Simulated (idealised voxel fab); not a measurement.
Process module, titled voxel transistor to metal
cross-section cut | 165 nm wide | cells 5 nm
Format of a cross-section: grid, square cells. Given as bands. Order: top down. Band: one or more rows of cells. Band entry format. Leading values: height of top, height of bottom, nm. Remainder: materials in left-to-right order, each with its width in nm. Special words: "all across" on a single material, which then fills the band edge to edge; "blank", empty space. We count height from 0. Below that, the starting wafer is all one material. The lowest band never ends at the bottom but goes on down; see "top 0, no bottom" for how that is written. Width: "30..40" (first number = top row, second number = bottom row, same change from row to row of cells). Take "all unchanged" at face value: in the step it is given for, the cross-section changed in none of its cells. The label "Closed void list" introduces a list of the empty spaces, 8 cells or larger, that have no open way up to the top; each entry in it reads width x height at distance, where the distance is taken from the left edge and all three are stated in nm. On a step's line, text after the settings is the simulator commenting on that step. Each step line may optionally specify "overlay nm", which for a step with a mask gives the rightward distance between the mask's planned place and where it lay, a negative value indicating the leftward direction. Quick note on how to read the rest: it's all pairs. You get the cross-section before a process step and the one after, but the after one only goes down as far as the lowest band that changed. The step in between, with its settings, sits under the pair. Heads up, the pairs can come from different runs of this module on the same starting wafer, so don't assume a pair picks up from the one above unless its "Pre-step profile" entry says it does.

-- Pre-step profile
- top 30, bottom 15 = blank (35) / aC (95) / blank (35)
- top 15, bottom 5 = blank (35) / SiN (95) / blank (35)
- top 5, bottom 0 = blank (35) / SiO2 (95) / blank (35)
- top 0, bottom -20 = blank (35) / Si (95) / blank (35)
- top -20, no bottom = Si all across
- Closed void list: none

-- Result of Step
- top 30, bottom 15 = blank (35) / aC (95) / blank (35)
- top 15, bottom 5 = blank (35) / SiN (95) / blank (35)
- top 5, bottom 0 = blank (35) / SiO2 (95) / blank (35)
- top 0, bottom -40 = blank (35) / Si (95) / blank (35)
- At heights below -40, the structure remains unaltered.
- Closed void list: none
Which process step falls between the two cross-sections above? DIRECTIONAL_ETCH [etch materials Si] [depth nm 20]

Pre-step profile: this step begins from the cross-section that the pair just above shows after its step.

-- Result of Step
- top 15, bottom 5 = blank (35) / SiN (95) / blank (35)
- At heights below 5, the structure remains unaltered.
- Closed void list: none
Which process step falls between the two cross-sections above? STRIP [etch materials aC]

Pre-step profile: this step begins from the cross-section that the pair just above shows after its step.

-- Result of Step
- top 15, bottom 5 = blank (35) / SiN (95) / blank (35)
- top 5, bottom 0 = blank (35) / SiO2 (95) / blank (35)
- top 0, bottom -40 = blank (35) / SiO2 (5) / Si (85) / SiO2 (5) / blank (35)
- top -40, bottom -45 = SiO2 (40) / Si (85) / SiO2 (40)
- At heights below -45, the structure remains unaltered.
- Closed void list: none
Which process step falls between the two cross-sections above? OXIDIZE [depth nm 5]

Pre-step profile: this step begins from the cross-section that the pair just above shows after its step.

-- Result of Step
- top 30, bottom 15 = SiO2 all across
- top 15, bottom 5 = SiO2 (35) / SiN (95) / SiO2 (35)
- top 5, bottom 0 = SiO2 all across
- top 0, bottom -45 = SiO2 (40) / Si (85) / SiO2 (40)
- At heights below -45, the structure remains unaltered.
- Closed void list: none
Which process step falls between the two cross-sections above? FILL_DEP [material SiO2] [thk nm 15]

Pre-step profile: this step begins from the cross-section that the pair just above shows after its step.

-- Result of Step
- top 15, bottom 5 = SiO2 (35) / SiN (95) / SiO2 (35)
- At heights below 5, the structure remains unaltered.
- Closed void list: none
Which process step falls between the two cross-sections above? CMP [height nm 15]

Pre-step profile: this step begins from the cross-section that the pair just above shows after its step.

-- Result of Step
- top 15, bottom 10 = blank (35) / SiN (95) / blank (35)
- At heights below 10, the structure remains unaltered.
- Closed void list: none
Which process step falls between the two cross-sections above? SELECTIVE_ETCH [etch materials SiO2] [depth nm 5]

Pre-step profile: this step begins from the cross-section that the pair just above shows after its step.

-- Result of Step
- top 10, bottom 5 = SiO2 (35) / blank (95) / SiO2 (35)
- At heights below 5, the structure remains unaltered.
- Closed void list: none
Which process step falls between the two cross-sections above? STRIP [etch materials SiN]

Pre-step profile: this step begins from the cross-section that the pair just above shows after its step.

-- Result of Step
- top 5, bottom 0 = SiO2 (30) / blank (105) / SiO2 (30)
- At heights below 0, the structure remains unaltered.
- Closed void list: none
Which process step falls between the two cross-sections above? SELECTIVE_ETCH [etch materials SiO2] [depth nm 5]

Pre-step profile: this step begins from the cross-section that the pair just above shows after its step.

-- Result of Step
- top 5, bottom 0 = SiO2 (30) / blank (105) / SiO2 (30)
- top 0, bottom -5 = SiO2 all across
- At heights below -5, the structure remains unaltered.
- Closed void list: none
Which process step falls between the two cross-sections above? OXIDIZE [depth nm 5]

Pre-step profile: this step begins from the cross-section that the pair just above shows after its step.

-- Result of Step
- top 25, bottom 20 = polySi (30) / blank (105) / polySi (30)
- top 20, bottom 5 = polySi all across
- top 5, bottom 0 = SiO2 (30) / polySi (105) / SiO2 (30)
- At heights below 0, the structure remains unaltered.
- Closed void list: none
Which process step falls between the two cross-sections above? DIRECTIONAL_DEP [material polySi] [thk nm 20]

Pre-step profile: this step begins from the cross-section that the pair just above shows after its step.

-- Result of Step
- top 40, bottom 35 = SiCN (30) / blank (105) / SiCN (30)
- top 35, bottom 25 = SiCN all across
- top 25, bottom 20 = polySi (30) / SiCN (105) / polySi (30)
- At heights below 20, the structure remains unaltered.
- Closed void list: none
Which process step falls between the two cross-sections above? DIRECTIONAL_DEP [material SiCN] [thk nm 15]

Pre-step profile: this step begins from the cross-section that the pair just above shows after its step.

-- Result of Step
- top 60, bottom 40 = blank (75) / resist (15) / blank (75)
- top 40, bottom 35 = SiCN (30) / blank (45) / resist (15) / blank (45) / SiCN (30)
- At heights below 35, the structure remains unaltered.
- Closed void list: none
Which process step falls between the two cross-sections above? PATTERN [tone cover] [mask id GATE] [material resist] [width nm 15] [thk nm 20] [overlay nm 0]

Pre-step profile: this step begins from the cross-section that the pair just above shows after its step.

-- Result of Step
- top 60, bottom 35 = blank (75) / resist (15) / blank (75)
- top 35, bottom 25 = blank (75) / SiCN (15) / blank (75)
- top 25, bottom 20 = polySi (30) / blank (45) / SiCN (15) / blank (45) / polySi (30)
- At heights below 20, the structure remains unaltered.
- Closed void list: none
Which process step falls between the two cross-sections above? DIRECTIONAL_ETCH [etch materials SiCN] [depth nm 25]

Pre-step profile: this step begins from the cross-section that the pair just above shows after its step.

-- Result of Step
- top 60, bottom 35 = blank (75) / resist (15) / blank (75)
- top 35, bottom 20 = blank (75) / SiCN (15) / blank (75)
- top 20, bottom 5 = blank (75) / polySi (15) / blank (75)
- top 5, bottom 0 = SiO2 (30) / blank (45) / polySi (15) / blank (45) / SiO2 (30)
- At heights below 0, the structure remains unaltered.
- Closed void list: none
Which process step falls between the two cross-sections above? DIRECTIONAL_ETCH [etch materials polySi] [depth nm 30]

Pre-step profile: this step begins from the cross-section that the pair just above shows after its step.

-- Result of Step
- top 35, bottom 20 = blank (75) / SiCN (15) / blank (75)
- At heights below 20, the structure remains unaltered.
- Closed void list: none
Which process step falls between the two cross-sections above? STRIP [etch materials resist]

Pre-step profile: this step begins from the cross-section that the pair just above shows after its step.

-- Result of Step
- top 40, bottom 35 = blank (70) / SiN (25) / blank (70)
- top 35, bottom 20 = blank (70) / SiN (5) / SiCN (15) / SiN (5) / blank (70)
- top 20, bottom 10 = blank (70) / SiN (5) / polySi (15) / SiN (5) / blank (70)
- top 10, bottom 5 = SiN (35) / blank (35) / SiN (5) / polySi (15) / SiN (5) / blank (35) / SiN (35)
- top 5, bottom 0 = SiO2 (30) / SiN (45) / polySi (15) / SiN (45) / SiO2 (30)
- At heights below 0, the structure remains unaltered.
- Closed void list: none
Which process step falls between the two cross-sections above? CONFORMAL_DEP [material SiN] [thk nm 5]

Pre-step profile: this step begins from the cross-section that the pair just above shows after its step.

-- Result of Step
- top 35, bottom 20 = blank (70) / SiN (5) / SiCN (15) / SiN (5) / blank (70)
- top 20, bottom 5 = blank (70) / SiN (5) / polySi (15) / SiN (5) / blank (70)
- top 5, bottom 0 = SiO2 (30) / SiN (5) / blank (35) / SiN (5) / polySi (15) / SiN (5) / blank (35) / SiN (5) / SiO2 (30)
- At heights below 0, the structure remains unaltered.
- Closed void list: none
Which process step falls between the two cross-sections above? DIRECTIONAL_ETCH [etch materials SiN] [depth nm 5]

Pre-step profile: this step begins from the cross-section that the pair just above shows after its step.

-- Result of Step
- top 35, bottom 20 = blank (70) / SiN (5) / SiCN (15) / SiN (5) / blank (70)
- top 20, bottom 5 = blank (70) / SiN (5) / polySi (15) / SiN (5) / blank (70)
- top 5, bottom 0 = blank (30) / SiN (5) / blank (35) / SiN (5) / polySi (15) / SiN (5) / blank (35) / SiN (5) / blank (30)
- top 0, bottom -5 = SiO2 (35) / blank (35) / SiO2 (25) / blank (35) / SiO2 (35)
- At heights below -5, the structure remains unaltered.
- Closed void list: none
Which process step falls between the two cross-sections above? DIRECTIONAL_ETCH [etch materials SiO2] [depth nm 5]

Pre-step profile: this step begins from the cross-section that the pair just above shows after its step.

-- Result of Step
- top 35, bottom 20 = blank (70) / SiN (5) / SiCN (15) / SiN (5) / blank (70)
- top 20, bottom 5 = blank (70) / SiN (5) / polySi (15) / SiN (5) / blank (70)
- top 5, bottom 0 = blank (30) / SiN (5) / blank (35) / SiN (5) / polySi (15) / SiN (5) / blank (35) / SiN (5) / blank (30)
- top 0, bottom -5 = SiO2 (35) / SiGe (35) / SiO2 (25) / SiGe (35) / SiO2 (35)
- At heights below -5, the structure remains unaltered.
- Closed void list: none
Which process step falls between the two cross-sections above? EPI [material SiGe] [thk nm 5]

Pre-step profile: this step begins from the cross-section that the pair just above shows after its step.

-- Result of Step
- top 45, bottom 35 = SiO2 all across
- top 35, bottom 20 = SiO2 (70) / SiN (5) / SiCN (15) / SiN (5) / SiO2 (70)
- top 20, bottom 5 = SiO2 (70) / SiN (5) / polySi (15) / SiN (5) / SiO2 (70)
- top 5, bottom 0 = SiO2 (30) / SiN (5) / SiO2 (35) / SiN (5) / polySi (15) / SiN (5) / SiO2 (35) / SiN (5) / SiO2 (30)
- At heights below 0, the structure remains unaltered.
- Closed void list: none
Which process step falls between the two cross-sections above? FILL_DEP [material SiO2] [thk nm 10]

Pre-step profile: this step begins from the cross-section that the pair just above shows after its step.

-- Result of Step
- top 35, bottom 20 = SiO2 (70) / SiN (5) / SiCN (15) / SiN (5) / SiO2 (70)
- At heights below 20, the structure remains unaltered.
- Closed void list: none
Which process step falls between the two cross-sections above? CMP [height nm 35]

Pre-step profile: this step begins from the cross-section that the pair just above shows after its step.

-- Result of Step
- top 45, bottom 35 = SiO2 all across
- At heights below 35, the structure remains unaltered.
- Closed void list: none
Which process step falls between the two cross-sections above? DIRECTIONAL_DEP [material SiO2] [thk nm 10]

Pre-step profile: this step begins from the cross-section that the pair just above shows after its step.

-- Result of Step
- top 60, bottom 45 = resist (40) / blank (20) / resist (45) / blank (20) / resist (40)
- At heights below 45, the structure remains unaltered.
- Closed void list: none
Which process step falls between the two cross-sections above? PATTERN [tone open] [mask id CONTACT] [material resist] [width nm 20] [pitch nm 65] [thk nm 15] [overlay nm 0]

Pre-step profile: this step begins from the cross-section that the pair just above shows after its step.

-- Result of Step
- top 60, bottom 45 = resist (40) / blank (20) / resist (45) / blank (20) / resist (40)
- top 45, bottom 35 = SiO2 (40) / blank (20) / SiO2 (45) / blank (20) / SiO2 (40)
- top 35, bottom 20 = SiO2 (40) / blank (20) / SiO2 (10) / SiN (5) / SiCN (15) / SiN (5) / SiO2 (10) / blank (20) / SiO2 (40)
- top 20, bottom 5 = SiO2 (40) / blank (20) / SiO2 (10) / SiN (5) / polySi (15) / SiN (5) / SiO2 (10) / blank (20) / SiO2 (40)
- top 5, bottom 0 = SiO2 (30) / SiN (5) / SiO2 (5) / blank (20) / SiO2 (10) / SiN (5) / polySi (15) / SiN (5) / SiO2 (10) / blank (20) / SiO2 (5) / SiN (5) / SiO2 (30)
- At heights below 0, the structure remains unaltered.
- Closed void list: none
Which process step falls between the two cross-sections above? DIRECTIONAL_ETCH [etch materials SiO2] [depth nm 45]

Pre-step profile: this step begins from the cross-section that the pair just above shows after its step.

-- Result of Step
- top 45, bottom 35 = SiO2 (40) / blank (20) / SiO2 (45) / blank (20) / SiO2 (40)
- At heights below 35, the structure remains unaltered.
- Closed void list: none
Which process step falls between the two cross-sections above? STRIP [etch materials resist]

Pre-step profile: this step begins from the cross-section that the pair just above shows after its step.

-- Result of Step
- top 50, bottom 45 = TiN (45) / blank (10) / TiN (55) / blank (10) / TiN (45)
- top 45, bottom 35 = SiO2 (40) / TiN (5) / blank (10) / TiN (5) / SiO2 (45) / TiN (5) / blank (10) / TiN (5) / SiO2 (40)
- top 35, bottom 20 = SiO2 (40) / TiN (5) / blank (10) / TiN (5) / SiO2 (10) / SiN (5) / SiCN (15) / SiN (5) / SiO2 (10) / TiN (5) / blank (10) / TiN (5) / SiO2 (40)
- top 20, bottom 5 = SiO2 (40) / TiN (5) / blank (10) / TiN (5) / SiO2 (10) / SiN (5) / polySi (15) / SiN (5) / SiO2 (10) / TiN (5) / blank (10) / TiN (5) / SiO2 (40)
- top 5, bottom 0 = SiO2 (30) / SiN (5) / SiO2 (5) / TiN (20) / SiO2 (10) / SiN (5) / polySi (15) / SiN (5) / SiO2 (10) / TiN (20) / SiO2 (5) / SiN (5) / SiO2 (30)
- At heights below 0, the structure remains unaltered.
- Closed void list: none
Which process step falls between the two cross-sections above? CONFORMAL_DEP [material TiN] [thk nm 5]

Pre-step profile: this step begins from the cross-section that the pair just above shows after its step.

-- Result of Step
- top 55, bottom 50 = Ru all across
- top 50, bottom 45 = TiN (45) / Ru (10) / TiN (55) / Ru (10) / TiN (45)
- top 45, bottom 35 = SiO2 (40) / TiN (5) / Ru (10) / TiN (5) / SiO2 (45) / TiN (5) / Ru (10) / TiN (5) / SiO2 (40)
- top 35, bottom 20 = SiO2 (40) / TiN (5) / Ru (10) / TiN (5) / SiO2 (10) / SiN (5) / SiCN (15) / SiN (5) / SiO2 (10) / TiN (5) / Ru (10) / TiN (5) / SiO2 (40)
- top 20, bottom 5 = SiO2 (40) / TiN (5) / Ru (10) / TiN (5) / SiO2 (10) / SiN (5) / polySi (15) / SiN (5) / SiO2 (10) / TiN (5) / Ru (10) / TiN (5) / SiO2 (40)
- At heights below 5, the structure remains unaltered.
- Closed void list: none
Which process step falls between the two cross-sections above? FILL_DEP [material Ru] [thk nm 5]

Pre-step profile: this step begins from the cross-section that the pair just above shows after its step.

-- Result of Step
- top 45, bottom 35 = SiO2 (40) / TiN (5) / Ru (10) / TiN (5) / SiO2 (45) / TiN (5) / Ru (10) / TiN (5) / SiO2 (40)
- At heights below 35, the structure remains unaltered.
- Closed void list: none
Which process step falls between the two cross-sections above? CMP [height nm 45]

Pre-step profile: this step begins from the cross-section that the pair just above shows after its step.

-- Result of Step
- top 50, bottom 45 = TiN all across
- At heights below 45, the structure remains unaltered.
- Closed void list: none
Which process step falls between the two cross-sections above? DIRECTIONAL_DEP [material TiN] [thk nm 5]

Pre-step profile: this step begins from the cross-section that the pair just above shows after its step.

-- Result of Step
- top 70, bottom 50 = Ru all across
- At heights below 50, the structure remains unaltered.
- Closed void list: none
Which process step falls between the two cross-sections above? DIRECTIONAL_DEP [material Ru] [thk nm 20]

Pre-step profile: this step begins from the cross-section that the pair just above shows after its step.

-- Result of Step
- top 70, bottom 50 = blank (40) / Ru (20) / blank (45) / Ru (20) / blank (40)
- At heights below 50, the structure remains unaltered.
- Closed void list: none
Which process step falls between the two cross-sections above? MASKED_ETCH [tone cover] [mask id METAL_1] [width nm 20] [pitch nm 65] [etch materials Ru] [depth nm 20] [overlay nm 0]

Pre-step profile: this step begins from the cross-section that the pair just above shows after its step.

-- Result of Step
- top 70, bottom 50 = blank (40) / Ru (20) / blank (45) / Ru (20) / blank (40)
- top 50, bottom 45 = blank (40) / TiN (20) / blank (45) / TiN (20) / blank (40)
- At heights below 45, the structure remains unaltered.
- Closed void list: none
Which process step falls between the two cross-sections above? MASKED_ETCH [tone cover] [mask id METAL_1] [width nm 20] [pitch nm 65] [etch materials TiN] [depth nm 5] [overlay nm 0]

Pre-step profile: this step begins from the cross-section that the pair just above shows after its step.

-- Result of Step
- top 80, bottom 70 = SiO2 all across
- top 70, bottom 50 = SiO2 (40) / Ru (20) / SiO2 (45) / Ru (20) / SiO2 (40)
- top 50, bottom 45 = SiO2 (40) / TiN (20) / SiO2 (45) / TiN (20) / SiO2 (40)
- At heights below 45, the structure remains unaltered.
- Closed void list: none
Which process step falls between the two cross-sections above? FILL_DEP [material SiO2] [thk nm 10]

Pre-step profile: this step begins from the cross-section that the pair just above shows after its step.

-- Result of Step
- top 70, bottom 50 = SiO2 (40) / Ru (20) / SiO2 (45) / Ru (20) / SiO2 (40)
- At heights below 50, the structure remains unaltered.
- Closed void list: none
Which process step falls between the two cross-sections above? CMP [height nm 70]

Pre-step profile: this step begins from the cross-section that the pair just above shows after its step.

-- Result of Step
- top 75, bottom 70 = SiN all across
- At heights below 70, the structure remains unaltered.
- Closed void list: none
Which process step falls between the two cross-sections above? CONFORMAL_DEP [material SiN] [thk nm 5]

-- Pre-step profile
- top 45, bottom 35 = SiO2 (40) / TiN (5) / Ru (10) / TiN (5) / SiO2 (45) / TiN (5) / Ru (10) / TiN (5) / SiO2 (40)
- top 35, bottom 20 = SiO2 (40) / TiN (5) / Ru (10) / TiN (5) / SiO2 (10) / SiN (5) / SiCN (15) / SiN (5) / SiO2 (10) / TiN (5) / Ru (10) / TiN (5) / SiO2 (40)
- top 20, bottom 5 = SiO2 (40) / TiN (5) / Ru (10) / TiN (5) / SiO2 (10) / SiN (5) / polySi (15) / SiN (5) / SiO2 (10) / TiN (5) / Ru (10) / TiN (5) / SiO2 (40)
- top 5, bottom 0 = SiO2 (30) / SiN (5) / SiO2 (5) / TiN (20) / SiO2 (10) / SiN (5) / polySi (15) / SiN (5) / SiO2 (10) / TiN (20) / SiO2 (5) / SiN (5) / SiO2 (30)
- top 0, bottom -5 = SiO2 (35) / SiGe (35) / SiO2 (25) / SiGe (35) / SiO2 (35)
- top -5, bottom -25 = SiO2 (40) / Si (85) / SiO2 (40)
- top -25, no bottom = Si all across
- Closed void list: none

-- Result of Step
- top 65, bottom 45 = Ru all across
- At heights below 45, the structure remains unaltered.
- Closed void list: none
Which process step falls between the two cross-sections above? DIRECTIONAL_DEP [material Ru] [thk nm 20]

Pre-step profile: this step begins from the cross-section that the pair just above shows after its step.

-- Result of Step
- top 70, bottom 65 = TiN all across
- At heights below 65, the structure remains unaltered.
- Closed void list: none
Which process step falls between the two cross-sections above? DIRECTIONAL_DEP [material TiN] [thk nm 5]

Pre-step profile: this step begins from the cross-section that the pair just above shows after its step.

-- Result of Step
- top 70, bottom 65 = blank (40) / TiN (20) / blank (45) / TiN (20) / blank (40)
- At heights below 65, the structure remains unaltered.
- Closed void list: none
Which process step falls between the two cross-sections above? MASKED_ETCH [tone cover] [mask id METAL_1] [width nm 20] [pitch nm 65] [etch materials TiN] [depth nm 5] [overlay nm 0]

Pre-step profile: this step begins from the cross-section that the pair just above shows after its step.

-- Result of Step
- top 80, bottom 70 = SiO2 all across
- top 70, bottom 65 = SiO2 (40) / TiN (20) / SiO2 (45) / TiN (20) / SiO2 (40)
- At heights below 65, the structure remains unaltered.
- Closed void list: none
Which process step falls between the two cross-sections above? FILL_DEP [material SiO2] [thk nm 10]

Pre-step profile: this step begins from the cross-section that the pair just above shows after its step.

-- Result of Step
- top 70, bottom 65 = SiO2 (40) / TiN (20) / SiO2 (45) / TiN (20) / SiO2 (40)
- At heights below 65, the structure remains unaltered.
- Closed void list: none
Which process step falls between the two cross-sections above? CMP [height nm 70]

Pre-step profile: this step begins from the cross-section that the pair just above shows after its step.

-- Result of Step
- top 75, bottom 70 = SiN all across
- At heights below 70, the structure remains unaltered.
- Closed void list: none
Which process step falls between the two cross-sections above? CONFORMAL_DEP [material SiN] [thk nm 5]

-- Pre-step profile
- top 50, bottom 45 = TiN all across
- top 45, bottom 35 = SiO2 (40) / TiN (5) / Ru (10) / TiN (5) / SiO2 (45) / TiN (5) / Ru (10) / TiN (5) / SiO2 (40)
- top 35, bottom 20 = SiO2 (40) / TiN (5) / Ru (10) / TiN (5) / SiO2 (10) / SiN (5) / SiCN (15) / SiN (5) / SiO2 (10) / TiN (5) / Ru (10) / TiN (5) / SiO2 (40)
- top 20, bottom 5 = SiO2 (40) / TiN (5) / Ru (10) / TiN (5) / SiO2 (10) / SiN (5) / polySi (15) / SiN (5) / SiO2 (10) / TiN (5) / Ru (10) / TiN (5) / SiO2 (40)
- top 5, bottom 0 = SiO2 (30) / SiN (5) / SiO2 (5) / TiN (20) / SiO2 (10) / SiN (5) / polySi (15) / SiN (5) / SiO2 (10) / TiN (20) / SiO2 (5) / SiN (5) / SiO2 (30)
- top 0, bottom -5 = SiO2 (35) / SiGe (35) / SiO2 (25) / SiGe (35) / SiO2 (35)
- top -5, bottom -25 = SiO2 (40) / Si (85) / SiO2 (40)
- top -25, no bottom = Si all across
- Closed void list: none

-- Result of Step
- top 65, bottom 50 = Ru all across
- At heights below 50, the structure remains unaltered.
- Closed void list: none
Which process step falls between the two cross-sections above? DIRECTIONAL_DEP [material Ru] [thk nm 15]

Pre-step profile: this step begins from the cross-section that the pair just above shows after its step.

-- Result of Step
- top 65, bottom 50 = blank (40) / Ru (20) / blank (45) / Ru (20) / blank (40)
- At heights below 50, the structure remains unaltered.
- Closed void list: none
Which process step falls between the two cross-sections above? MASKED_ETCH [tone cover] [mask id METAL_1] [width nm 20] [pitch nm 65] [etch materials Ru] [depth nm 20] [overlay nm 0]

Pre-step profile: this step begins from the cross-section that the pair just above shows after its step.

-- Result of Step
- top 65, bottom 50 = blank (40) / Ru (20) / blank (45) / Ru (20) / blank (40)
- top 50, bottom 45 = blank (40) / TiN (20) / blank (45) / TiN (20) / blank (40)
- At heights below 45, the structure remains unaltered.
- Closed void list: none
Which process step falls between the two cross-sections above? MASKED_ETCH [tone cover] [mask id METAL_1] [width nm 20] [pitch nm 65] [etch materials TiN] [depth nm 5] [overlay nm 0]

Pre-step profile: this step begins from the cross-section that the pair just above shows after its step.

-- Result of Step
- top 75, bottom 65 = SiO2 all across
- top 65, bottom 50 = SiO2 (40) / Ru (20) / SiO2 (45) / Ru (20) / SiO2 (40)
- top 50, bottom 45 = SiO2 (40) / TiN (20) / SiO2 (45) / TiN (20) / SiO2 (40)
- At heights below 45, the structure remains unaltered.
- Closed void list: none
Which process step falls between the two cross-sections above? FILL_DEP [material SiO2] [thk nm 10]

Pre-step profile: this step begins from the cross-section that the pair just above shows after its step.

-- Result of Step
- top 70, bottom 65 = SiO2 all across
- At heights below 65, the structure remains unaltered.
- Closed void list: none
Which process step falls between the two cross-sections above? CMP [height nm 70]

Pre-step profile: this step begins from the cross-section that the pair just above shows after its step.

-- Result of Step
- top 75, bottom 70 = SiN all across
- At heights below 70, the structure remains unaltered.
- Closed void list: none
Which process step falls between the two cross-sections above? CONFORMAL_DEP [material SiN] [thk nm 5]

-- Pre-step profile
- top 70, bottom 50 = Ru all across
- top 50, bottom 45 = TiN all across
- top 45, bottom 35 = SiO2 (40) / TiN (5) / Ru (10) / TiN (5) / SiO2 (45) / TiN (5) / Ru (10) / TiN (5) / SiO2 (40)
- top 35, bottom 20 = SiO2 (40) / TiN (5) / Ru (10) / TiN (5) / SiO2 (10) / SiN (5) / SiCN (15) / SiN (5) / SiO2 (10) / TiN (5) / Ru (10) / TiN (5) / SiO2 (40)
- top 20, bottom 5 = SiO2 (40) / TiN (5) / Ru (10) / TiN (5) / SiO2 (10) / SiN (5) / polySi (15) / SiN (5) / SiO2 (10) / TiN (5) / Ru (10) / TiN (5) / SiO2 (40)
- top 5, bottom 0 = SiO2 (30) / SiN (5) / SiO2 (5) / TiN (20) / SiO2 (10) / SiN (5) / polySi (15) / SiN (5) / SiO2 (10) / TiN (20) / SiO2 (5) / SiN (5) / SiO2 (30)
- top 0, bottom -5 = SiO2 (35) / SiGe (35) / SiO2 (25) / SiGe (35) / SiO2 (35)
- top -5, bottom -25 = SiO2 (40) / Si (85) / SiO2 (40)
- top -25, no bottom = Si all across
- Closed void list: none

-- Result of Step
- top 70, bottom 50 = blank (40) / Ru (25) / blank (40) / Ru (25) / blank (35)
- At heights below 50, the structure remains unaltered.
- Closed void list: none
Which process step falls between the two cross-sections above? MASKED_ETCH [tone cover] [mask id METAL_1] [width nm 25] [pitch nm 65] [etch materials Ru] [depth nm 20] [overlay nm 0]

Pre-step profile: this step begins from the cross-section that the pair just above shows after its step.

-- Result of Step
- top 70, bottom 50 = blank (40) / Ru (25) / blank (40) / Ru (25) / blank (35)
- top 50, bottom 45 = blank (40) / TiN (25) / blank (40) / TiN (25) / blank (35)
- At heights below 45, the structure remains unaltered.
- Closed void list: none
Which process step falls between the two cross-sections above? MASKED_ETCH [tone cover] [mask id METAL_1] [width nm 20] [pitch nm 65] [etch materials TiN] [depth nm 5] [overlay nm 0]

Pre-step profile: this step begins from the cross-section that the pair just above shows after its step.

-- Result of Step
- top 80, bottom 70 = SiO2 all across
- top 70, bottom 50 = SiO2 (40) / Ru (25) / SiO2 (40) / Ru (25) / SiO2 (35)
- top 50, bottom 45 = SiO2 (40) / TiN (25) / SiO2 (40) / TiN (25) / SiO2 (35)
- At heights below 45, the structure remains unaltered.
- Closed void list: none
Which process step falls between the two cross-sections above? FILL_DEP [material SiO2] [thk nm 10]

Pre-step profile: this step begins from the cross-section that the pair just above shows after its step.

-- Result of Step
- top 70, bottom 50 = SiO2 (40) / Ru (25) / SiO2 (40) / Ru (25) / SiO2 (35)
- At heights below 50, the structure remains unaltered.
- Closed void list: none
Which process step falls between the two cross-sections above? CMP [height nm 70]

Pre-step profile: this step begins from the cross-section that the pair just above shows after its step.

-- Result of Step
- top 75, bottom 70 = SiN all across
- At heights below 70, the structure remains unaltered.
- Closed void list: none
Which process step falls between the two cross-sections above? CONFORMAL_DEP [material SiN] [thk nm 5]

-- Pre-step profile
- top 45, bottom 35 = SiO2 all across
- top 35, bottom 20 = SiO2 (70) / SiN (5) / SiCN (15) / SiN (5) / SiO2 (70)
- top 20, bottom 5 = SiO2 (70) / SiN (5) / polySi (15) / SiN (5) / SiO2 (70)
- top 5, bottom 0 = SiO2 (30) / SiN (5) / SiO2 (35) / SiN (5) / polySi (15) / SiN (5) / SiO2 (35) / SiN (5) / SiO2 (30)
- top 0, bottom -5 = SiO2 (35) / SiGe (35) / SiO2 (25) / SiGe (35) / SiO2 (35)
- top -5, bottom -25 = SiO2 (40) / Si (85) / SiO2 (40)
- top -25, no bottom = Si all across
- Closed void list: none

-- Result of Step
- top 60, bottom 45 = resist (45) / blank (20) / resist (45) / blank (20) / resist (35)
- At heights below 45, the structure remains unaltered.
- Closed void list: none
Which process step falls between the two cross-sections above? PATTERN [tone open] [mask id CONTACT] [material resist] [width nm 20] [pitch nm 65] [thk nm 15] [overlay nm 5]

Pre-step profile: this step begins from the cross-section that the pair just above shows after its step.

-- Result of Step
- top 60, bottom 45 = resist (45) / blank (20) / resist (45) / blank (20) / resist (35)
- top 45, bottom 35 = SiO2 (45) / blank (20) / SiO2 (45) / blank (20) / SiO2 (35)
- top 35, bottom 20 = SiO2 (45) / blank (20) / SiO2 (5) / SiN (5) / SiCN (15) / SiN (5) / SiO2 (15) / blank (20) / SiO2 (35)
- top 20, bottom 5 = SiO2 (45) / blank (20) / SiO2 (5) / SiN (5) / polySi (15) / SiN (5) / SiO2 (15) / blank (20) / SiO2 (35)
- top 5, bottom 0 = SiO2 (30) / SiN (5) / SiO2 (10) / blank (20) / SiO2 (5) / SiN (5) / polySi (15) / SiN (5) / SiO2 (15) / blank (20) / SiN (5) / SiO2 (30)
- At heights below 0, the structure remains unaltered.
- Closed void list: none
Which process step falls between the two cross-sections above? DIRECTIONAL_ETCH [etch materials SiO2] [depth nm 45]

Pre-step profile: this step begins from the cross-section that the pair just above shows after its step.

-- Result of Step
- top 45, bottom 35 = SiO2 (45) / blank (20) / SiO2 (45) / blank (20) / SiO2 (35)
- At heights below 35, the structure remains unaltered.
- Closed void list: none
Which process step falls between the two cross-sections above? STRIP [etch materials resist]

Pre-step profile: this step begins from the cross-section that the pair just above shows after its step.

-- Result of Step
- top 50, bottom 45 = TiN (50) / blank (10) / TiN (55) / blank (10) / TiN (40)
- top 45, bottom 35 = SiO2 (45) / TiN (5) / blank (10) / TiN (5) / SiO2 (45) / TiN (5) / blank (10) / TiN (5) / SiO2 (35)
- top 35, bottom 20 = SiO2 (45) / TiN (5) / blank (10) / TiN (5) / SiO2 (5) / SiN (5) / SiCN (15) / SiN (5) / SiO2 (15) / TiN (5) / blank (10) / TiN (5) / SiO2 (35)
- top 20, bottom 5 = SiO2 (45) / TiN (5) / blank (10) / TiN (5) / SiO2 (5) / SiN (5) / polySi (15) / SiN (5) / SiO2 (15) / TiN (5) / blank (10) / TiN (5) / SiO2 (35)
- top 5, bottom 0 = SiO2 (30) / SiN (5) / SiO2 (10) / TiN (20) / SiO2 (5) / SiN (5) / polySi (15) / SiN (5) / SiO2 (15) / TiN (20) / SiN (5) / SiO2 (30)
- At heights below 0, the structure remains unaltered.
- Closed void list: none
Which process step falls between the two cross-sections above? CONFORMAL_DEP [material TiN] [thk nm 5]

Pre-step profile: this step begins from the cross-section that the pair just above shows after its step.

-- Result of Step
- top 55, bottom 50 = Ru all across
- top 50, bottom 45 = TiN (50) / Ru (10) / TiN (55) / Ru (10) / TiN (40)
- top 45, bottom 35 = SiO2 (45) / TiN (5) / Ru (10) / TiN (5) / SiO2 (45) / TiN (5) / Ru (10) / TiN (5) / SiO2 (35)
- top 35, bottom 20 = SiO2 (45) / TiN (5) / Ru (10) / TiN (5) / SiO2 (5) / SiN (5) / SiCN (15) / SiN (5) / SiO2 (15) / TiN (5) / Ru (10) / TiN (5) / SiO2 (35)
- top 20, bottom 5 = SiO2 (45) / TiN (5) / Ru (10) / TiN (5) / SiO2 (5) / SiN (5) / polySi (15) / SiN (5) / SiO2 (15) / TiN (5) / Ru (10) / TiN (5) / SiO2 (35)
- At heights below 5, the structure remains unaltered.
- Closed void list: none
Which process step falls between the two cross-sections above? FILL_DEP [material Ru] [thk nm 5]
